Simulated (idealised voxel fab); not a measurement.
process module | voxel fin reveal
cross-section cut | 230 nm wide | cells 5 nm
A cross-section is a grid of square cells, given in bands from the top down. A band is one or more rows of cells.
Each band's line starts with the height of the band's top and of its bottom, in nm. Then come its materials from left to right, each with its width in nm. One material with "throughout" fills the band from edge to edge. "air" is empty space.
Height 0 is the level under which the wafer as received is all one material. The lowest band goes on downwards, as in "0 down".
A width such as "30 to 40" changes by the same amount from each row of cells to the next, from the band's top row to its bottom row.
"no change" after a step means that no cell of the cross-section changed.
closed voids: empty space of 8 cells or more with no open way to the top, each as width x height at its distance from the left edge, in nm
after a step's settings: what the simulator itself notes on the step
overlay nm, on a step with a mask: how far to the right of its planned place the mask lay; to the left if negative
plan
1 op RECEIVE | material Si
2 op CONFORMAL_DEP | material SiN | thk nm 5
3 op DIRECTIONAL_DEP | material aC | thk nm 10
4 op PATTERN | tone cover | mask id FINS | material resist | width nm 15 | pitch nm 40 | thk nm 25 | overlay nm 0
5 op DIRECTIONAL_ETCH | etch materials aC | depth nm 10
6 op STRIP | etch materials resist
7 op DIRECTIONAL_ETCH | etch materials SiN | depth nm 5
8 op DIRECTIONAL_ETCH | etch materials Si | depth nm 30
9 op STRIP | etch materials aC
10 op OXIDIZE | depth nm 5
11 op FILL_DEP | material SiO2 | thk nm 10
12 op CMP | height nm 5
13 op SELECTIVE_ETCH | etch materials SiO2 | depth nm 15
14 op STRIP | etch materials SiN
15 op CONFORMAL_DEP | material HfO2 | thk nm 5
first wafer, as planned
as received, after step 1
  0 down: Si throughout
  closed voids: none
after step 2
  5 to 0: SiN throughout
  below 0: unchanged
after step 3
  15 to 5: aC throughout
  below 5: unchanged
after step 4
  40 to 15: air 85 | resist 15 | air 25 | resist 15 | air 90
  below 15: unchanged
after step 5
  30 to 15: air 85 | resist 15 | air 25 | resist 15 | air 90
  15 to 5: air 85 | aC 15 | air 25 | aC 15 | air 90
  below 5: unchanged
after step 6
  15 to 5: air 85 | aC 15 | air 25 | aC 15 | air 90
  below 5: unchanged
after step 7
  15 to 5: air 85 | aC 15 | air 25 | aC 15 | air 90
  5 to 0: air 85 | SiN 15 | air 25 | SiN 15 | air 90
  below 0: unchanged
after step 8
  15 to 5: air 85 | aC 15 | air 25 | aC 15 | air 90
  5 to 0: air 85 | SiN 15 | air 25 | SiN 15 | air 90
  0 to -30: air 85 | Si 15 | air 25 | Si 15 | air 90
  below -30: unchanged
after step 9
  5 to 0: air 85 | SiN 15 | air 25 | SiN 15 | air 90
  below 0: unchanged
after step 10
  5 to 0: air 85 | SiN 15 | air 25 | SiN 15 | air 90
  0 to -30: air 85 | SiO2 5 | Si 5 | SiO2 5 | air 25 | SiO2 5 | Si 5 | SiO2 5 | air 90
  -30 to -35: SiO2 90 | Si 5 | SiO2 35 | Si 5 | SiO2 95
  below -35: unchanged
after step 11
  15 to 5: SiO2 throughout
  5 to 0: SiO2 85 | SiN 15 | SiO2 25 | SiN 15 | SiO2 90
  0 to -35: SiO2 90 | Si 5 | SiO2 35 | Si 5 | SiO2 95
  below -35: unchanged
after step 12
  5 to 0: SiO2 85 | SiN 15 | SiO2 25 | SiN 15 | SiO2 90
  below 0: unchanged
after step 13
  5 to 0: air 85 | SiN 15 | air 25 | SiN 15 | air 90
  0 to -10: air 90 | Si 5 | air 35 | Si 5 | air 95
  below -10: unchanged
after step 14
  0 to -10: air 90 | Si 5 | air 35 | Si 5 | air 95
  below -10: unchanged
after step 15
  5 to 0: air 85 | HfO2 15 | air 25 | HfO2 15 | air 90
  0 to -5: air 85 | HfO2 5 | Si 5 | HfO2 5 | air 25 | HfO2 5 | Si 5 | HfO2 5 | air 90
  -5 to -10: HfO2 90 | Si 5 | HfO2 35 | Si 5 | HfO2 95
  below -10: unchanged
second wafer: like start, like plan, one mistake. Through step 3 it matches the first wafer
when step 4 should have ended
  40 to 15: air 80 | resist 25 | air 15 | resist 25 | air 85
  below 15: unchanged
when step 5 should have ended
  30 to 15: air 80 | resist 25 | air 15 | resist 25 | air 85
  15 to 5: air 80 | aC 25 | air 15 | aC 25 | air 85
  below 5: unchanged
when step 6 should have ended
  15 to 5: air 80 | aC 25 | air 15 | aC 25 | air 85
  below 5: unchanged
when step 7 should have ended
  15 to 5: air 80 | aC 25 | air 15 | aC 25 | air 85
  5 to 0: air 80 | SiN 25 | air 15 | SiN 25 | air 85
  below 0: unchanged
when step 8 should have ended
  15 to 5: air 80 | aC 25 | air 15 | aC 25 | air 85
  5 to 0: air 80 | SiN 25 | air 15 | SiN 25 | air 85
  0 to -30: air 80 | Si 25 | air 15 | Si 25 | air 85
  below -30: unchanged
when step 9 should have ended
  5 to 0: air 80 | SiN 25 | air 15 | SiN 25 | air 85
  below 0: unchanged
when step 10 should have ended
  5 to 0: air 80 | SiN 25 | air 15 | SiN 25 | air 85
  0 to -30: air 80 | SiO2 5 | Si 15 | SiO2 5 | air 15 | SiO2 5 | Si 15 | SiO2 5 | air 85
  -30 to -35: SiO2 85 | Si 15 | SiO2 25 | Si 15 | SiO2 90
  below -35: unchanged
when step 11 should have ended
  15 to 5: SiO2 throughout
  5 to 0: SiO2 80 | SiN 25 | SiO2 15 | SiN 25 | SiO2 85
  0 to -35: SiO2 85 | Si 15 | SiO2 25 | Si 15 | SiO2 90
  below -35: unchanged
when step 12 should have ended
  5 to 0: SiO2 80 | SiN 25 | SiO2 15 | SiN 25 | SiO2 85
  below 0: unchanged
when step 13 should have ended
  5 to 0: air 80 | SiN 25 | air 15 | SiN 25 | air 85
  0 to -10: air 85 | Si 15 | air 25 | Si 15 | air 90
  below -10: unchanged
when step 14 should have ended
  0 to -10: air 85 | Si 15 | air 25 | Si 15 | air 90
  below -10: unchanged
when step 15 should have ended
  5 to 0: air 80 | HfO2 25 | air 15 | HfO2 25 | air 85
  0 to -5: air 80 | HfO2 5 | Si 15 | HfO2 5 | air 15 | HfO2 5 | Si 15 | HfO2 5 | air 85
  -5 to -10: HfO2 85 | Si 15 | HfO2 25 | Si 15 | HfO2 90
  below -10: unchanged
what went wrong: step 4 ran as: op PATTERN | tone cover | mask id FINS | material resist | width nm 25 | pitch nm 40 | thk nm 25 | overlay nm 0
at the end the second wafer has, in cells: 28 more of Si | 20 fewer of SiO2
